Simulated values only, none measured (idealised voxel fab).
The following is a process module called voxel capacitor over wiring.
Xsec cut, 195 nm wide, square cell size 5 nm.
Cross-section spec: square-cell grid; bands listed top down; each band is one or more rows. Heights first: top, then bottom, in nm. Then materials, left to right, each with a width in nm. "throughout" on a single material: fills the band edge to edge. "blank": empty space. We count height from 0. Below that, the starting wafer is all one material. The lowest band never ends at the bottom but goes on down; see "0 -> down" for how that is written. A width given as "30 to 40" starts at the first number in the band's top row and ends at the second number in its bottom row, shifting by an equal amount at every step from row to row. "identical to before" (step): cross-section cells unchanged, all of them. The entry titled "Unvented cavities" provides the empty spaces that have no open way to the top, restricted to those of 8 cells or more. Each is presented as width x height at distance, the distance being measured from the left edge, with all three in nm. Formally, on a step line, whatever follows the settings is a remark that the simulator itself makes on the step. The line of a step may include "overlay nm". On a step with a mask, this value is how far to the right of its planned place the mask lay. A negative value means the mask lay to the left.
### plan
- 1: RECEIVE (material Si)
- 2: CONFORMAL_DEP (material SiO2; thk nm 15)
- 3: CONFORMAL_DEP (material SiN; thk nm 5)
- 4: DIRECTIONAL_DEP (material lowk; thk nm 15)
- 5: DIRECTIONAL_DEP (material aC; thk nm 15)
- 6: PATTERN (tone open; mask id METAL_1; material resist; width nm 30; pitch nm 80; thk nm 30; overlay nm 0)
- 7: DIRECTIONAL_ETCH (etch materials aC; depth nm 15)
- 8: STRIP (etch materials resist)
- 9: DIRECTIONAL_ETCH (etch materials lowk; depth nm 15)
- 10: DIRECTIONAL_ETCH (etch materials SiN; depth nm 5)
- 11: STRIP (etch materials aC)
- 12: CONFORMAL_DEP (material TiN; thk nm 5)
- 13: FILL_DEP (material Ru; thk nm 10)
- 14: CMP (height nm 35)
- 15: CONFORMAL_DEP (material SiCN; thk nm 5)
- 16: DIRECTIONAL_DEP (material SiO2; thk nm 15)
- 17: MASKED_ETCH (tone open; mask id PLUG_1; width nm 15; etch materials SiO2; depth nm 15; overlay nm 0)
- 18: MASKED_ETCH (tone open; mask id PLUG_1; width nm 15; etch materials SiCN; depth nm 5; overlay nm 0)
- 19: EPI (material Ru; thk nm 10)
- 20: EPI (material Ru; thk nm 10)
- 21: DIRECTIONAL_DEP (material TiN; thk nm 5)
- 22: DIRECTIONAL_DEP (material HfO2; thk nm 5)
- 23: DIRECTIONAL_DEP (material TiN; thk nm 5)
- 24: MASKED_ETCH (tone cover; mask id UPPER_PLATE; width nm 55; etch materials TiN; depth nm 5; overlay nm 0)
- 25: MASKED_ETCH (tone cover; mask id UPPER_PLATE; width nm 55; etch materials HfO2; depth nm 5; overlay nm 0)
- 26: MASKED_ETCH (tone cover; mask id LOWER_PLATE; width nm 65; etch materials TiN; depth nm 5; overlay nm 0)
- 27: FILL_DEP (material SiO2; thk nm 20)
- 28: CMP (height nm 85)
- 29: PATTERN (tone open; mask id PLUG_2; material resist; width nm 15; thk nm 15; overlay nm 0)
- 30: DIRECTIONAL_ETCH (etch materials SiO2; depth nm 15)
- 31: STRIP (etch materials resist)
- 32: CONFORMAL_DEP (material TiN; thk nm 5)
- 33: FILL_DEP (material W; thk nm 5)
- 34: CMP (height nm 85)
- 35: CONFORMAL_DEP (material SiCN; thk nm 5)
### Of two wafers, the first: run according to plan
### Wafer at receipt (post step 1), cross-section
0 -> down: Si throughout
Unvented cavities: none
### The following cross-section depicts the wafer upon completion of step 2
15 -> 0: SiO2 throughout
Under 0: no change, same as before.
### The following cross-section depicts the wafer upon completion of step 3
20 -> 15: SiN throughout
Under 15: no change, same as before.
### The following cross-section depicts the wafer upon completion of step 4
35 -> 20: lowk throughout
Under 20: no change, same as before.
### The following cross-section depicts the wafer upon completion of step 5
50 -> 35: aC throughout
Under 35: no change, same as before.
### The following cross-section depicts the wafer upon completion of step 6
80 -> 50: resist (40)  blank (30)  resist (50)  blank (30)  resist (45)
Under 50: no change, same as before.
### The following cross-section depicts the wafer upon completion of step 7
65 -> 50: resist (40)  blank (30)  resist (50)  blank (30)  resist (45)
50 -> 35: aC (40)  blank (30)  aC (50)  blank (30)  aC (45)
Under 35: no change, same as before.
### The following cross-section depicts the wafer upon completion of step 8
50 -> 35: aC (40)  blank (30)  aC (50)  blank (30)  aC (45)
Under 35: no change, same as before.
### The following cross-section depicts the wafer upon completion of step 9
50 -> 35: aC (40)  blank (30)  aC (50)  blank (30)  aC (45)
35 -> 20: lowk (40)  blank (30)  lowk (50)  blank (30)  lowk (45)
Under 20: no change, same as before.
### The following cross-section depicts the wafer upon completion of step 10
50 -> 35: aC (40)  blank (30)  aC (50)  blank (30)  aC (45)
35 -> 20: lowk (40)  blank (30)  lowk (50)  blank (30)  lowk (45)
20 -> 15: SiN (40)  blank (30)  SiN (50)  blank (30)  SiN (45)
Under 15: no change, same as before.
### The following cross-section depicts the wafer upon completion of step 11
35 -> 20: lowk (40)  blank (30)  lowk (50)  blank (30)  lowk (45)
Under 20: no change, same as before.
### The following cross-section depicts the wafer upon completion of step 12
40 -> 35: TiN (45)  blank (20)  TiN (60)  blank (20)  TiN (50)
35 -> 20: lowk (40)  TiN (5)  blank (20)  TiN (5)  lowk (50)  TiN (5)  blank (20)  TiN (5)  lowk (45)
20 -> 15: SiN (40)  TiN (30)  SiN (50)  TiN (30)  SiN (45)
Under 15: no change, same as before.
### The following cross-section depicts the wafer upon completion of step 13
50 -> 40: Ru throughout
40 -> 35: TiN (45)  Ru (20)  TiN (60)  Ru (20)  TiN (50)
35 -> 20: lowk (40)  TiN (5)  Ru (20)  TiN (5)  lowk (50)  TiN (5)  Ru (20)  TiN (5)  lowk (45)
Under 20: no change, same as before.
### The following cross-section depicts the wafer upon completion of step 14
35 -> 20: lowk (40)  TiN (5)  Ru (20)  TiN (5)  lowk (50)  TiN (5)  Ru (20)  TiN (5)  lowk (45)
Under 20: no change, same as before.
### The following cross-section depicts the wafer upon completion of step 15
40 -> 35: SiCN throughout
Under 35: no change, same as before.
### The following cross-section depicts the wafer upon completion of step 16
55 -> 40: SiO2 throughout
Under 40: no change, same as before.
### The following cross-section depicts the wafer upon completion of step 17
55 -> 40: SiO2 (55)  blank (15)  SiO2 (125)
Under 40: no change, same as before.
### The following cross-section depicts the wafer upon completion of step 18
55 -> 40: SiO2 (55)  blank (15)  SiO2 (125)
40 -> 35: SiCN (55)  blank (15)  SiCN (125)
Under 35: no change, same as before.
### The following cross-section depicts the wafer upon completion of step 19
55 -> 45: SiO2 (55)  blank (15)  SiO2 (125)
45 -> 40: SiO2 (55)  Ru (15)  SiO2 (125)
40 -> 35: SiCN (55)  Ru (15)  SiCN (125)
Under 35: no change, same as before.
### The following cross-section depicts the wafer upon completion of step 20
55 -> 40: SiO2 (55)  Ru (15)  SiO2 (125)
Under 40: no change, same as before.
### The following cross-section depicts the wafer upon completion of step 21
60 -> 55: TiN throughout
Under 55: no change, same as before.
### The following cross-section depicts the wafer upon completion of step 22
65 -> 60: HfO2 throughout
Under 60: no change, same as before.
### The following cross-section depicts the wafer upon completion of step 23
70 -> 65: TiN throughout
Under 65: no change, same as before.
### The following cross-section depicts the wafer upon completion of step 24
70 -> 65: blank (55)  TiN (55)  blank (85)
Under 65: no change, same as before.
### The following cross-section depicts the wafer upon completion of step 25
70 -> 65: blank (55)  TiN (55)  blank (85)
65 -> 60: blank (55)  HfO2 (55)  blank (85)
Under 60: no change, same as before.
### The following cross-section depicts the wafer upon completion of step 26
70 -> 65: blank (55)  TiN (55)  blank (85)
65 -> 60: blank (55)  HfO2 (55)  blank (85)
60 -> 55: blank (50)  TiN (65)  blank (80)
Under 55: no change, same as before.
### The following cross-section depicts the wafer upon completion of step 27
90 -> 70: SiO2 throughout
70 -> 65: SiO2 (55)  TiN (55)  SiO2 (85)
65 -> 60: SiO2 (55)  HfO2 (55)  SiO2 (85)
60 -> 55: SiO2 (50)  TiN (65)  SiO2 (80)
Under 55: no change, same as before.
### The following cross-section depicts the wafer upon completion of step 28
85 -> 70: SiO2 throughout
Under 70: no change, same as before.
### The following cross-section depicts the wafer upon completion of step 29
100 -> 85: resist (65)  blank (15)  resist (115)
Under 85: no change, same as before.
### The following cross-section depicts the wafer upon completion of step 30
100 -> 85: resist (65)  blank (15)  resist (115)
85 -> 70: SiO2 (65)  blank (15)  SiO2 (115)
Under 70: no change, same as before.
### The following cross-section depicts the wafer upon completion of step 31
85 -> 70: SiO2 (65)  blank (15)  SiO2 (115)
Under 70: no change, same as before.
### The following cross-section depicts the wafer upon completion of step 32
90 -> 85: TiN (70)  blank (5)  TiN (120)
85 -> 75: SiO2 (65)  TiN (5)  blank (5)  TiN (5)  SiO2 (115)
75 -> 65: SiO2 (65 to 55)  TiN (15 to 55)  SiO2 (115 to 85)
Under 65: no change, same as before.
### The following cross-section depicts the wafer upon completion of step 33
95 -> 90: W throughout
90 -> 85: TiN (70)  W (5)  TiN (120)
85 -> 75: SiO2 (65)  TiN (5)  W (5)  TiN (5)  SiO2 (115)
Under 75: no change, same as before.
### The following cross-section depicts the wafer upon completion of step 34
85 -> 75: SiO2 (65)  TiN (5)  W (5)  TiN (5)  SiO2 (115)
Under 75: no change, same as before.
### The following cross-section depicts the wafer upon completion of step 35
90 -> 85: SiCN throughout
Under 85: no change, same as before.
### What follows concerns the second wafer, which started out like the first and was meant to follow the very same plan; one mistake crept in when it was run, but everything up to and including step 34 is the same as for the first wafer
### Cross-sectional representation of the second wafer at the time designated in the plan for the completion of step 35
100 -> 85: SiCN throughout
Under 85: no change, same as before.
Here's what went sideways: step 35 did not happen as planned, as run it was CONFORMAL_DEP (material SiCN; thk nm 15)
Wrapping up, a cell-based count of both wafers puts the second over or under the first for these materials: SiCN +78
